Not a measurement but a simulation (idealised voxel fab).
process module | voxel self aligned vias
cross-section cut | 285 nm wide | cells 5 nm
A cross-section is a grid of square cells, given in bands from the top down. A band is one or more rows of cells.
Each band's line starts with the height of the band's top and of its bottom, in nm. Then come its materials from left to right, each with its width in nm. One material with "throughout" fills the band from edge to edge. "air" is empty space.
Height 0 is the level under which the wafer as received is all one material. The lowest band goes on downwards, as in "0 down".
A width such as "30 to 40" changes by the same amount from each row of cells to the next, from the band's top row to its bottom row.
"no change" after a step means that no cell of the cross-section changed.
closed voids: empty space of 8 cells or more with no open way to the top, each as width x height at its distance from the left edge, in nm
after a step's settings: what the simulator itself notes on the step
overlay nm, on a step with a mask: how far to the right of its planned place the mask lay; to the left if negative
plan
1 op RECEIVE | material Si
2 op CONFORMAL_DEP | material SiO2 | thk nm 15
3 op CONFORMAL_DEP | material SiCN | thk nm 5
4 op DIRECTIONAL_DEP | material lowk | thk nm 30
5 op DIRECTIONAL_DEP | material aC | thk nm 10
6 op PATTERN | tone open | mask id LINES | material resist | width nm 30 | pitch nm 55 | thk nm 25 | overlay nm 0
7 op DIRECTIONAL_ETCH | etch materials aC | depth nm 10
8 op STRIP | etch materials resist
9 op DIRECTIONAL_ETCH | etch materials lowk | depth nm 30
10 op STRIP | etch materials aC
11 op CONFORMAL_DEP | material TiN | thk nm 5
12 op FILL_DEP | material W | thk nm 10
13 op CMP | height nm 50
14 op SELECTIVE_ETCH | etch materials W Ru TiN | depth nm 5
15 op FILL_DEP | material SiN | thk nm 5
16 op CMP | height nm 50
17 op DIRECTIONAL_DEP | material lowk | thk nm 20
18 op PATTERN | tone open | mask id VIAS | material resist | width nm 40 | thk nm 20 | overlay nm 0
19 op DIRECTIONAL_ETCH | etch materials lowk | depth nm 20
20 op DIRECTIONAL_ETCH | etch materials SiN | depth nm 5
21 op STRIP | etch materials resist
22 op CONFORMAL_DEP | material TiN | thk nm 5
23 op FILL_DEP | material W | thk nm 10
24 op CMP | height nm 70
25 op CONFORMAL_DEP | material SiN | thk nm 5
first wafer, as planned
as received, after step 1
  0 down: Si throughout
  closed voids: none
after step 2
  15 to 0: SiO2 throughout
  below 0: unchanged
after step 3
  20 to 15: SiCN throughout
  below 15: unchanged
after step 4
  50 to 20: lowk throughout
  below 20: unchanged
after step 5
  60 to 50: aC throughout
  below 50: unchanged
after step 6
  85 to 60: resist 100 | air 30 | resist 25 | air 30 | resist 100
  below 60: unchanged
after step 7
  75 to 60: resist 100 | air 30 | resist 25 | air 30 | resist 100
  60 to 50: aC 100 | air 30 | aC 25 | air 30 | aC 100
  below 50: unchanged
after step 8
  60 to 50: aC 100 | air 30 | aC 25 | air 30 | aC 100
  below 50: unchanged
after step 9
  60 to 50: aC 100 | air 30 | aC 25 | air 30 | aC 100
  50 to 20: lowk 100 | air 30 | lowk 25 | air 30 | lowk 100
  below 20: unchanged
after step 10
  50 to 20: lowk 100 | air 30 | lowk 25 | air 30 | lowk 100
  below 20: unchanged
after step 11
  55 to 50: TiN 105 | air 20 | TiN 35 | air 20 | TiN 105
  50 to 25: lowk 100 | TiN 5 | air 20 | TiN 5 | lowk 25 | TiN 5 | air 20 | TiN 5 | lowk 100
  25 to 20: lowk 100 | TiN 30 | lowk 25 | TiN 30 | lowk 100
  below 20: unchanged
after step 12
  65 to 55: W throughout
  55 to 50: TiN 105 | W 20 | TiN 35 | W 20 | TiN 105
  50 to 25: lowk 100 | TiN 5 | W 20 | TiN 5 | lowk 25 | TiN 5 | W 20 | TiN 5 | lowk 100
  below 25: unchanged
after step 13
  50 to 25: lowk 100 | TiN 5 | W 20 | TiN 5 | lowk 25 | TiN 5 | W 20 | TiN 5 | lowk 100
  below 25: unchanged
after step 14
  50 to 45: lowk 100 | air 30 | lowk 25 | air 30 | lowk 100
  below 45: unchanged
after step 15
  55 to 50: SiN throughout
  50 to 45: lowk 100 | SiN 30 | lowk 25 | SiN 30 | lowk 100
  below 45: unchanged
after step 16
  50 to 45: lowk 100 | SiN 30 | lowk 25 | SiN 30 | lowk 100
  below 45: unchanged
after step 17
  70 to 50: lowk throughout
  below 50: unchanged
after step 18
  90 to 70: resist 95 | air 40 | resist 150
  below 70: unchanged
after step 19
  90 to 70: resist 95 | air 40 | resist 150
  70 to 50: lowk 95 | air 40 | lowk 150
  below 50: unchanged
after step 20
  90 to 70: resist 95 | air 40 | resist 150
  70 to 50: lowk 95 | air 40 | lowk 150
  50 to 45: lowk 100 | air 30 | lowk 25 | SiN 30 | lowk 100
  below 45: unchanged
after step 21
  70 to 50: lowk 95 | air 40 | lowk 150
  below 50: unchanged
after step 22
  75 to 70: TiN 100 | air 30 | TiN 155
  70 to 55: lowk 95 | TiN 5 | air 30 | TiN 5 | lowk 150
  55 to 50: lowk 95 | TiN 10 | air 20 | TiN 10 | lowk 150
  50 to 45: lowk 100 | TiN 30 | lowk 25 | SiN 30 | lowk 100
  below 45: unchanged
after step 23
  85 to 75: W throughout
  75 to 70: TiN 100 | W 30 | TiN 155
  70 to 55: lowk 95 | TiN 5 | W 30 | TiN 5 | lowk 150
  55 to 50: lowk 95 | TiN 10 | W 20 | TiN 10 | lowk 150
  below 50: unchanged
after step 24
  70 to 55: lowk 95 | TiN 5 | W 30 | TiN 5 | lowk 150
  below 55: unchanged
after step 25
  75 to 70: SiN throughout
  below 70: unchanged
second wafer: like start, like plan, one mistake. Through step 1 it matches the first wafer
when step 2 should have ended
  5 to 0: SiCN throughout
  below 0: unchanged
when step 3 should have ended
  20 to 5: SiO2 throughout
  below 5: unchanged
when step 4 should have ended
  50 to 20: lowk throughout
  below 20: unchanged
when step 5 should have ended
  60 to 50: aC throughout
  below 50: unchanged
when step 6 should have ended
  85 to 60: resist 100 | air 30 | resist 25 | air 30 | resist 100
  below 60: unchanged
when step 7 should have ended
  75 to 60: resist 100 | air 30 | resist 25 | air 30 | resist 100
  60 to 50: aC 100 | air 30 | aC 25 | air 30 | aC 100
  below 50: unchanged
when step 8 should have ended
  60 to 50: aC 100 | air 30 | aC 25 | air 30 | aC 100
  below 50: unchanged
when step 9 should have ended
  60 to 50: aC 100 | air 30 | aC 25 | air 30 | aC 100
  50 to 20: lowk 100 | air 30 | lowk 25 | air 30 | lowk 100
  below 20: unchanged
when step 10 should have ended
  50 to 20: lowk 100 | air 30 | lowk 25 | air 30 | lowk 100
  below 20: unchanged
when step 11 should have ended
  55 to 50: TiN 105 | air 20 | TiN 35 | air 20 | TiN 105
  50 to 25: lowk 100 | TiN 5 | air 20 | TiN 5 | lowk 25 | TiN 5 | air 20 | TiN 5 | lowk 100
  25 to 20: lowk 100 | TiN 30 | lowk 25 | TiN 30 | lowk 100
  below 20: unchanged
when step 12 should have ended
  65 to 55: W throughout
  55 to 50: TiN 105 | W 20 | TiN 35 | W 20 | TiN 105
  50 to 25: lowk 100 | TiN 5 | W 20 | TiN 5 | lowk 25 | TiN 5 | W 20 | TiN 5 | lowk 100
  below 25: unchanged
when step 13 should have ended
  50 to 25: lowk 100 | TiN 5 | W 20 | TiN 5 | lowk 25 | TiN 5 | W 20 | TiN 5 | lowk 100
  below 25: unchanged
when step 14 should have ended
  50 to 45: lowk 100 | air 30 | lowk 25 | air 30 | lowk 100
  below 45: unchanged
when step 15 should have ended
  55 to 50: SiN throughout
  50 to 45: lowk 100 | SiN 30 | lowk 25 | SiN 30 | lowk 100
  below 45: unchanged
when step 16 should have ended
  50 to 45: lowk 100 | SiN 30 | lowk 25 | SiN 30 | lowk 100
  below 45: unchanged
when step 17 should have ended
  70 to 50: lowk throughout
  below 50: unchanged
when step 18 should have ended
  90 to 70: resist 95 | air 40 | resist 150
  below 70: unchanged
when step 19 should have ended
  90 to 70: resist 95 | air 40 | resist 150
  70 to 50: lowk 95 | air 40 | lowk 150
  below 50: unchanged
when step 20 should have ended
  90 to 70: resist 95 | air 40 | resist 150
  70 to 50: lowk 95 | air 40 | lowk 150
  50 to 45: lowk 100 | air 30 | lowk 25 | SiN 30 | lowk 100
  below 45: unchanged
when step 21 should have ended
  70 to 50: lowk 95 | air 40 | lowk 150
  below 50: unchanged
when step 22 should have ended
  75 to 70: TiN 100 | air 30 | TiN 155
  70 to 55: lowk 95 | TiN 5 | air 30 | TiN 5 | lowk 150
  55 to 50: lowk 95 | TiN 10 | air 20 | TiN 10 | lowk 150
  50 to 45: lowk 100 | TiN 30 | lowk 25 | SiN 30 | lowk 100
  below 45: unchanged
when step 23 should have ended
  85 to 75: W throughout
  75 to 70: TiN 100 | W 30 | TiN 155
  70 to 55: lowk 95 | TiN 5 | W 30 | TiN 5 | lowk 150
  55 to 50: lowk 95 | TiN 10 | W 20 | TiN 10 | lowk 150
  below 50: unchanged
when step 24 should have ended
  70 to 55: lowk 95 | TiN 5 | W 30 | TiN 5 | lowk 150
  below 55: unchanged
when step 25 should have ended
  75 to 70: SiN throughout
  below 70: unchanged
what went wrong: steps 2 and 3 were swapped
at the end the second wafer has, in cells: as many of each material as the first, in other places
